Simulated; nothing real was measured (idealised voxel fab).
Documented hereafter: the process module known as voxel gate over fins.
Square cells of 5 nm make up the cross-section cut, whose width is 275 nm.
Think of the cross-section as a grid of square cells. We describe it in bands, top to bottom, and each band covers one or more rows of those cells. Band: top height; bottom height; in nm. Then, left to right: material with width in nm, for each material. "everywhere": a single material spanning edge to edge. "empty": empty space. A quick word on heights: they are counted from 0, and under that level the wafer as it came to us is one material throughout. The lowest band is different from the rest in having no bottom; it simply continues downward, written as in "from 0 down". Per-row width for "30->40": begins at first number (top row of band), ends at second number (bottom row), increment between rows held constant. What does "no change" mean for a step? It means no cell of the cross-section changed in that step. Empty spaces counting at least 8 cells and having no open way to the top are listed in "Fully sealed voids". The notation width x height at distance is used for each, the distance being from the left edge and all three values in nm. That trailing text on a step's line, after the settings, is the simulator's own remark on the step. Each step line may optionally specify "overlay nm", which for a step with a mask gives the rightward distance between the mask's planned place and where it lay, a negative value indicating the leftward direction.
Plan:
1) RECEIVE,material Si
2) CONFORMAL_DEP,material SiN,thk nm 10
3) DIRECTIONAL_DEP,material aC,thk nm 10
4) PATTERN,tone cover,mask id FINS,material resist,width nm 15,pitch nm 55,thk nm 25,overlay nm 0
5) DIRECTIONAL_ETCH,etch materials aC,depth nm 10
6) STRIP,etch materials resist
7) DIRECTIONAL_ETCH,etch materials SiN,depth nm 10
8) DIRECTIONAL_ETCH,etch materials Si,depth nm 40
9) STRIP,etch materials aC
10) OXIDIZE,depth nm 5
11) FILL_DEP,material SiO2,thk nm 5
12) CMP,height nm 10
13) PATTERN,tone open,mask id RAIL,material resist,width nm 15,thk nm 15,overlay nm 0
14) DIRECTIONAL_ETCH,etch materials SiO2,depth nm 45
15) STRIP,etch materials resist
16) CONFORMAL_DEP,material TiN,thk nm 5
17) FILL_DEP,material W,thk nm 10
18) CMP,height nm 10
19) SELECTIVE_ETCH,etch materials W Ru TiN,depth nm 30
20) FILL_DEP,material SiO2,thk nm 5
21) CMP,height nm 10
22) SELECTIVE_ETCH,etch materials SiO2,depth nm 25
23) STRIP,etch materials SiN
24) CONFORMAL_DEP,material HfO2,thk nm 5
25) CONFORMAL_DEP,material TiN,thk nm 5
26) CONFORMAL_DEP,material TiAl,thk nm 5
27) CONFORMAL_DEP,material TiN,thk nm 5
28) FILL_DEP,material W,thk nm 10
29) CMP,height nm 25
30) CONFORMAL_DEP,material SiN,thk nm 5
Cross-section of the incoming wafer, state after step 1:
- from 0 down  Si everywhere
- Fully sealed voids: none
Post-module cross-section of the first of two wafers (run per plan):
- from 30 to 25  SiN everywhere
- from 25 to 20  W everywhere
- from 20 to 15  W 60 nm, TiN 45 nm, W 10 nm, TiN 45 nm, W 10 nm, TiN 45 nm, W 60 nm
- from 15 to 10  W 60 nm, TiN 5 nm, TiAl 35 nm, TiN 5 nm, W 10 nm, TiN 5 nm, TiAl 35 nm, TiN 5 nm, W 10 nm, TiN 5 nm, TiAl 35 nm, TiN 5 nm, W 60 nm
- from 10 to 5  W 60 nm, TiN 5 nm, TiAl 5 nm, TiN 25 nm, TiAl 5 nm, TiN 5 nm, W 10 nm, TiN 5 nm, TiAl 5 nm, TiN 25 nm, TiAl 5 nm, TiN 5 nm, W 10 nm, TiN 5 nm, TiAl 5 nm, TiN 25 nm, TiAl 5 nm, TiN 5 nm, W 60 nm
- from 5 to 0  TiN 65 nm, TiAl 5 nm, TiN 5 nm, HfO2 15 nm, TiN 5 nm, TiAl 5 nm, TiN 20 nm, TiAl 5 nm, TiN 5 nm, HfO2 15 nm, TiN 5 nm, TiAl 5 nm, TiN 20 nm, TiAl 5 nm, TiN 5 nm, HfO2 15 nm, TiN 5 nm, TiAl 5 nm, TiN 65 nm
- from 0 to -5  TiAl 70 nm, TiN 5 nm, HfO2 5 nm, Si 5 nm, HfO2 5 nm, TiN 5 nm, TiAl 30 nm, TiN 5 nm, HfO2 5 nm, Si 5 nm, HfO2 5 nm, TiN 5 nm, TiAl 30 nm, TiN 5 nm, HfO2 5 nm, Si 5 nm, HfO2 5 nm, TiN 5 nm, TiAl 70 nm
- from -5 to -10  TiN 75 nm, HfO2 5 nm, Si 5 nm, HfO2 5 nm, TiN 40 nm, HfO2 5 nm, Si 5 nm, HfO2 5 nm, TiN 40 nm, HfO2 5 nm, Si 5 nm, HfO2 5 nm, TiN 75 nm
- from -10 to -15  HfO2 80 nm, Si 5 nm, HfO2 50 nm, Si 5 nm, HfO2 50 nm, Si 5 nm, HfO2 80 nm
- from -15 to -20  SiO2 80 nm, Si 5 nm, SiO2 50 nm, Si 5 nm, SiO2 50 nm, Si 5 nm, SiO2 80 nm
- from -20 to -30  SiO2 80 nm, Si 5 nm, SiO2 15 nm, TiN 5 nm, W 5 nm, TiN 5 nm, SiO2 20 nm, Si 5 nm, SiO2 50 nm, Si 5 nm, SiO2 80 nm
- from -30 to -35  SiO2 80 nm, Si 5 nm, SiO2 15 nm, TiN 15 nm, SiO2 20 nm, Si 5 nm, SiO2 50 nm, Si 5 nm, SiO2 80 nm
- from -35 to -45  SiO2 80 nm, Si 5 nm, SiO2 50 nm, Si 5 nm, SiO2 50 nm, Si 5 nm, SiO2 80 nm
- from -45 down  Si everywhere
- Fully sealed voids: none
Second of two wafers, module complete, sectioned: it shares the first wafer's start and plan but was run with one mistake:
- from 30 to 25  SiN everywhere
- from 25 to 20  W everywhere
- from 20 to 15  W 60 nm, TiN 45 nm, W 10 nm, TiN 45 nm, W 10 nm, TiN 45 nm, W 60 nm
- from 15 to 10  W 60 nm, TiN 5 nm, TiAl 35 nm, TiN 5 nm, W 10 nm, TiN 5 nm, TiAl 35 nm, TiN 5 nm, W 10 nm, TiN 5 nm, TiAl 35 nm, TiN 5 nm, W 60 nm
- from 10 to 5  W 60 nm, TiN 5 nm, TiAl 5 nm, TiN 25 nm, TiAl 5 nm, TiN 5 nm, W 10 nm, TiN 5 nm, TiAl 5 nm, TiN 25 nm, TiAl 5 nm, TiN 5 nm, W 10 nm, TiN 5 nm, TiAl 5 nm, TiN 25 nm, TiAl 5 nm, TiN 5 nm, W 60 nm
- from 5 to 0  TiN 65 nm, TiAl 5 nm, TiN 5 nm, HfO2 15 nm, TiN 5 nm, TiAl 5 nm, TiN 20 nm, TiAl 5 nm, TiN 5 nm, HfO2 15 nm, TiN 5 nm, TiAl 5 nm, TiN 20 nm, TiAl 5 nm, TiN 5 nm, HfO2 15 nm, TiN 5 nm, TiAl 5 nm, TiN 65 nm
- from 0 to -5  TiAl 70 nm, TiN 5 nm, HfO2 5 nm, Si 5 nm, HfO2 5 nm, TiN 5 nm, TiAl 30 nm, TiN 5 nm, HfO2 5 nm, Si 5 nm, HfO2 5 nm, TiN 5 nm, TiAl 30 nm, TiN 5 nm, HfO2 5 nm, Si 5 nm, HfO2 5 nm, TiN 5 nm, TiAl 70 nm
- from -5 to -10  TiN 75 nm, HfO2 5 nm, Si 5 nm, HfO2 5 nm, TiN 40 nm, HfO2 5 nm, Si 5 nm, HfO2 5 nm, TiN 40 nm, HfO2 5 nm, Si 5 nm, HfO2 5 nm, TiN 75 nm
- from -10 to -15  HfO2 80 nm, Si 5 nm, HfO2 50 nm, Si 5 nm, HfO2 50 nm, Si 5 nm, HfO2 80 nm
- from -15 to -20  SiO2 80 nm, Si 5 nm, SiO2 50 nm, Si 5 nm, SiO2 50 nm, Si 5 nm, SiO2 80 nm
- from -20 to -30  W 70 nm, TiN 5 nm, SiO2 5 nm, Si 5 nm, SiO2 5 nm, TiN 10 nm, SiO2 15 nm, TiN 5 nm, W 5 nm, TiN 5 nm, SiO2 5 nm, Si 5 nm, SiO2 5 nm, TiN 5 nm, W 30 nm, TiN 5 nm, SiO2 5 nm, Si 5 nm, SiO2 5 nm, TiN 5 nm, W 70 nm
- from -30 to -35  TiN 75 nm, SiO2 5 nm, Si 5 nm, SiO2 5 nm, TiN 10 nm, SiO2 15 nm, TiN 15 nm, SiO2 5 nm, Si 5 nm, SiO2 5 nm, TiN 40 nm, SiO2 5 nm, Si 5 nm, SiO2 5 nm, TiN 75 nm
- from -35 to -45  SiO2 80 nm, Si 5 nm, SiO2 50 nm, Si 5 nm, SiO2 50 nm, Si 5 nm, SiO2 80 nm
- from -45 down  Si everywhere
- Fully sealed voids: none
Processing error: step 13 off recipe, ran as PATTERN,tone cover,mask id RAIL,material resist,width nm 15,thk nm 15,overlay nm 0
The closing comparison, in cells, has the second wafer with more or fewer of some materials than the first: 120 fewer of SiO2; 52 more of TiN; 68 more of W
